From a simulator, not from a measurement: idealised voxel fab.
process module | voxel air gaps
cross-section cut | 280 nm wide | cells 5 nm
A cross-section is a grid of square cells, given in bands from the top down. A band is one or more rows of cells.
Each band's line starts with the height of the band's top and of its bottom, in nm. Then come its materials from left to right, each with its width in nm. One material with "throughout" fills the band from edge to edge. "air" is empty space.
Height 0 is the level under which the wafer as received is all one material. The lowest band goes on downwards, as in "0 down".
A width such as "30 to 40" changes by the same amount from each row of cells to the next, from the band's top row to its bottom row.
"no change" after a step means that no cell of the cross-section changed.
closed voids: empty space of 8 cells or more with no open way to the top, each as width x height at its distance from the left edge, in nm
after a step's settings: what the simulator itself notes on the step
overlay nm, on a step with a mask: how far to the right of its planned place the mask lay; to the left if negative
plan
1 op RECEIVE | material Si
2 op CONFORMAL_DEP | material SiO2 | thk nm 15
3 op CONFORMAL_DEP | material SiCN | thk nm 5
4 op DIRECTIONAL_DEP | material lowk | thk nm 30
5 op DIRECTIONAL_DEP | material aC | thk nm 15
6 op PATTERN | tone open | mask id LINES | material resist | width nm 20 | pitch nm 50 | thk nm 30 | overlay nm 0
7 op DIRECTIONAL_ETCH | etch materials aC | depth nm 15
8 op STRIP | etch materials resist
9 op DIRECTIONAL_ETCH | etch materials lowk | depth nm 30
10 op STRIP | etch materials aC
11 op CONFORMAL_DEP | material TiN | thk nm 5
12 op FILL_DEP | material Cu | thk nm 5
13 op CMP | height nm 50
14 op EPI | material Ru | thk nm 10
15 op SELECTIVE_ETCH | etch materials lowk | depth nm 40
16 op CONFORMAL_DEP | material SiCN | thk nm 5
first wafer, as planned
as received, after step 1
  0 down: Si throughout
  closed voids: none
after step 2
  15 to 0: SiO2 throughout
  below 0: unchanged
after step 3
  20 to 15: SiCN throughout
  below 15: unchanged
after step 4
  50 to 20: lowk throughout
  below 20: unchanged
after step 5
  65 to 50: aC throughout
  below 50: unchanged
after step 6
  95 to 65: resist 55 | air 20 | resist 30 | air 20 | resist 30 | air 20 | resist 30 | air 20 | resist 55
  below 65: unchanged
after step 7
  80 to 65: resist 55 | air 20 | resist 30 | air 20 | resist 30 | air 20 | resist 30 | air 20 | resist 55
  65 to 50: aC 55 | air 20 | aC 30 | air 20 | aC 30 | air 20 | aC 30 | air 20 | aC 55
  below 50: unchanged
after step 8
  65 to 50: aC 55 | air 20 | aC 30 | air 20 | aC 30 | air 20 | aC 30 | air 20 | aC 55
  below 50: unchanged
after step 9
  65 to 50: aC 55 | air 20 | aC 30 | air 20 | aC 30 | air 20 | aC 30 | air 20 | aC 55
  50 to 20: lowk 55 | air 20 | lowk 30 | air 20 | lowk 30 | air 20 | lowk 30 | air 20 | lowk 55
  below 20: unchanged
after step 10
  50 to 20: lowk 55 | air 20 | lowk 30 | air 20 | lowk 30 | air 20 | lowk 30 | air 20 | lowk 55
  below 20: unchanged
after step 11
  55 to 50: TiN 60 | air 10 | TiN 40 | air 10 | TiN 40 | air 10 | TiN 40 | air 10 | TiN 60
  50 to 25: lowk 55 | TiN 5 | air 10 | TiN 5 | lowk 30 | TiN 5 | air 10 | TiN 5 | lowk 30 | TiN 5 | air 10 | TiN 5 | lowk 30 | TiN 5 | air 10 | TiN 5 | lowk 55
  25 to 20: lowk 55 | TiN 20 | lowk 30 | TiN 20 | lowk 30 | TiN 20 | lowk 30 | TiN 20 | lowk 55
  below 20: unchanged
after step 12
  60 to 55: Cu throughout
  55 to 50: TiN 60 | Cu 10 | TiN 40 | Cu 10 | TiN 40 | Cu 10 | TiN 40 | Cu 10 | TiN 60
  50 to 25: lowk 55 | TiN 5 | Cu 10 | TiN 5 | lowk 30 | TiN 5 | Cu 10 | TiN 5 | lowk 30 | TiN 5 | Cu 10 | TiN 5 | lowk 30 | TiN 5 | Cu 10 | TiN 5 | lowk 55
  below 25: unchanged
after step 13
  50 to 25: lowk 55 | TiN 5 | Cu 10 | TiN 5 | lowk 30 | TiN 5 | Cu 10 | TiN 5 | lowk 30 | TiN 5 | Cu 10 | TiN 5 | lowk 30 | TiN 5 | Cu 10 | TiN 5 | lowk 55
  below 25: unchanged
after step 14
  60 to 50: air 45 | Ru 40 | air 10 | Ru 40 | air 10 | Ru 40 | air 10 | Ru 40 | air 45
  below 50: unchanged
after step 15
  60 to 50: air 45 | Ru 40 | air 10 | Ru 40 | air 10 | Ru 40 | air 10 | Ru 40 | air 45
  50 to 25: air 55 | TiN 5 | Cu 10 | TiN 5 | air 30 | TiN 5 | Cu 10 | TiN 5 | air 30 | TiN 5 | Cu 10 | TiN 5 | air 30 | TiN 5 | Cu 10 | TiN 5 | air 55
  25 to 20: air 55 | TiN 20 | air 30 | TiN 20 | air 30 | TiN 20 | air 30 | TiN 20 | air 55
  below 20: unchanged
after step 16
  65 to 60: air 40 | SiCN 200 | air 40
  60 to 50: air 40 | SiCN 5 | Ru 40 | SiCN 10 | Ru 40 | SiCN 10 | Ru 40 | SiCN 10 | Ru 40 | SiCN 5 | air 40
  50 to 45: air 40 | SiCN 15 | TiN 5 | Cu 10 | TiN 5 | SiCN 30 | TiN 5 | Cu 10 | TiN 5 | SiCN 30 | TiN 5 | Cu 10 | TiN 5 | SiCN 30 | TiN 5 | Cu 10 | TiN 5 | SiCN 15 | air 40
  45 to 25: air 50 | SiCN 5 | TiN 5 | Cu 10 | TiN 5 | SiCN 5 | air 20 | SiCN 5 | TiN 5 | Cu 10 | TiN 5 | SiCN 5 | air 20 | SiCN 5 | TiN 5 | Cu 10 | TiN 5 | SiCN 5 | air 20 | SiCN 5 | TiN 5 | Cu 10 | TiN 5 | SiCN 5 | air 50
  25 to 20: SiCN 55 | TiN 20 | SiCN 30 | TiN 20 | SiCN 30 | TiN 20 | SiCN 30 | TiN 20 | SiCN 55
  below 20: unchanged
  closed voids: 20 x 20 at 80; 20 x 20 at 130; 20 x 20 at 180
second wafer: like start, like plan, one mistake. Through step 5 it matches the first wafer
when step 6 should have ended
  95 to 65: resist 65 | air 20 | resist 30 | air 20 | resist 30 | air 20 | resist 30 | air 20 | resist 45
  below 65: unchanged
when step 7 should have ended
  80 to 65: resist 65 | air 20 | resist 30 | air 20 | resist 30 | air 20 | resist 30 | air 20 | resist 45
  65 to 50: aC 65 | air 20 | aC 30 | air 20 | aC 30 | air 20 | aC 30 | air 20 | aC 45
  below 50: unchanged
when step 8 should have ended
  65 to 50: aC 65 | air 20 | aC 30 | air 20 | aC 30 | air 20 | aC 30 | air 20 | aC 45
  below 50: unchanged
when step 9 should have ended
  65 to 50: aC 65 | air 20 | aC 30 | air 20 | aC 30 | air 20 | aC 30 | air 20 | aC 45
  50 to 20: lowk 65 | air 20 | lowk 30 | air 20 | lowk 30 | air 20 | lowk 30 | air 20 | lowk 45
  below 20: unchanged
when step 10 should have ended
  50 to 20: lowk 65 | air 20 | lowk 30 | air 20 | lowk 30 | air 20 | lowk 30 | air 20 | lowk 45
  below 20: unchanged
when step 11 should have ended
  55 to 50: TiN 70 | air 10 | TiN 40 | air 10 | TiN 40 | air 10 | TiN 40 | air 10 | TiN 50
  50 to 25: lowk 65 | TiN 5 | air 10 | TiN 5 | lowk 30 | TiN 5 | air 10 | TiN 5 | lowk 30 | TiN 5 | air 10 | TiN 5 | lowk 30 | TiN 5 | air 10 | TiN 5 | lowk 45
  25 to 20: lowk 65 | TiN 20 | lowk 30 | TiN 20 | lowk 30 | TiN 20 | lowk 30 | TiN 20 | lowk 45
  below 20: unchanged
when step 12 should have ended
  60 to 55: Cu throughout
  55 to 50: TiN 70 | Cu 10 | TiN 40 | Cu 10 | TiN 40 | Cu 10 | TiN 40 | Cu 10 | TiN 50
  50 to 25: lowk 65 | TiN 5 | Cu 10 | TiN 5 | lowk 30 | TiN 5 | Cu 10 | TiN 5 | lowk 30 | TiN 5 | Cu 10 | TiN 5 | lowk 30 | TiN 5 | Cu 10 | TiN 5 | lowk 45
  below 25: unchanged
when step 13 should have ended
  50 to 25: lowk 65 | TiN 5 | Cu 10 | TiN 5 | lowk 30 | TiN 5 | Cu 10 | TiN 5 | lowk 30 | TiN 5 | Cu 10 | TiN 5 | lowk 30 | TiN 5 | Cu 10 | TiN 5 | lowk 45
  below 25: unchanged
when step 14 should have ended
  60 to 50: air 55 | Ru 40 | air 10 | Ru 40 | air 10 | Ru 40 | air 10 | Ru 40 | air 35
  below 50: unchanged
when step 15 should have ended
  60 to 50: air 55 | Ru 40 | air 10 | Ru 40 | air 10 | Ru 40 | air 10 | Ru 40 | air 35
  50 to 25: air 65 | TiN 5 | Cu 10 | TiN 5 | air 30 | TiN 5 | Cu 10 | TiN 5 | air 30 | TiN 5 | Cu 10 | TiN 5 | air 30 | TiN 5 | Cu 10 | TiN 5 | air 45
  25 to 20: air 65 | TiN 20 | air 30 | TiN 20 | air 30 | TiN 20 | air 30 | TiN 20 | air 45
  below 20: unchanged
when step 16 should have ended
  65 to 60: air 50 | SiCN 200 | air 30
  60 to 50: air 50 | SiCN 5 | Ru 40 | SiCN 10 | Ru 40 | SiCN 10 | Ru 40 | SiCN 10 | Ru 40 | SiCN 5 | air 30
  50 to 45: air 50 | SiCN 15 | TiN 5 | Cu 10 | TiN 5 | SiCN 30 | TiN 5 | Cu 10 | TiN 5 | SiCN 30 | TiN 5 | Cu 10 | TiN 5 | SiCN 30 | TiN 5 | Cu 10 | TiN 5 | SiCN 15 | air 30
  45 to 25: air 60 | SiCN 5 | TiN 5 | Cu 10 | TiN 5 | SiCN 5 | air 20 | SiCN 5 | TiN 5 | Cu 10 | TiN 5 | SiCN 5 | air 20 | SiCN 5 | TiN 5 | Cu 10 | TiN 5 | SiCN 5 | air 20 | SiCN 5 | TiN 5 | Cu 10 | TiN 5 | SiCN 5 | air 40
  25 to 20: SiCN 65 | TiN 20 | SiCN 30 | TiN 20 | SiCN 30 | TiN 20 | SiCN 30 | TiN 20 | SiCN 45
  below 20: unchanged
  closed voids: 20 x 20 at 90; 20 x 20 at 140; 20 x 20 at 190
what went wrong: step 6 ran as: op PATTERN | tone open | mask id LINES | material resist | width nm 20 | pitch nm 50 | thk nm 30 | overlay nm 10
at the end the second wafer has, in cells: as many of each material as the first, in other places
